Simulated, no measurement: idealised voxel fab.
process module | voxel plated lines
cross-section cut | 265 nm wide | cells 5 nm
A cross-section is a grid of square cells, given in bands from the top down. A band is one or more rows of cells.
Each band's line starts with the height of the band's top and of its bottom, in nm. Then come its materials from left to right, each with its width in nm. One material with "throughout" fills the band from edge to edge. "air" is empty space.
Height 0 is the level under which the wafer as received is all one material. The lowest band goes on downwards, as in "0 down".
A width such as "30 to 40" changes by the same amount from each row of cells to the next, from the band's top row to its bottom row.
"no change" after a step means that no cell of the cross-section changed.
closed voids: empty space of 8 cells or more with no open way to the top, each as width x height at its distance from the left edge, in nm
after a step's settings: what the simulator itself notes on the step
overlay nm, on a step with a mask: how far to the right of its planned place the mask lay; to the left if negative
plan
1 op RECEIVE | material Si
2 op CONFORMAL_DEP | material SiO2 | thk nm 5
3 op DIRECTIONAL_DEP | material TiN | thk nm 5
4 op PATTERN | tone open | mask id LINES | material resist | width nm 15 | pitch nm 40 | thk nm 25 | overlay nm 0
5 op EPI | material Ru | thk nm 5
6 op EPI | material Ru | thk nm 5
7 op STRIP | etch materials resist
8 op DIRECTIONAL_ETCH | etch materials TiN | depth nm 5
9 op CONFORMAL_DEP | material SiCN | thk nm 10
as received, after step 1
  0 down: Si throughout
  closed voids: none
a wafer at the end: this start, this plan, one mistake
  30 to 20: SiCN throughout
  20 to 10: Ru 105 | SiCN 15 | Ru 25 | SiCN 15 | Ru 105
  10 to 5: TiN 105 | SiCN 15 | TiN 25 | SiCN 15 | TiN 105
  5 to 0: SiO2 throughout
  0 down: Si throughout
  closed voids: none
what went wrong: step 4 ran as: op PATTERN | tone cover | mask id LINES | material resist | width nm 15 | pitch nm 40 | thk nm 25 | overlay nm 0
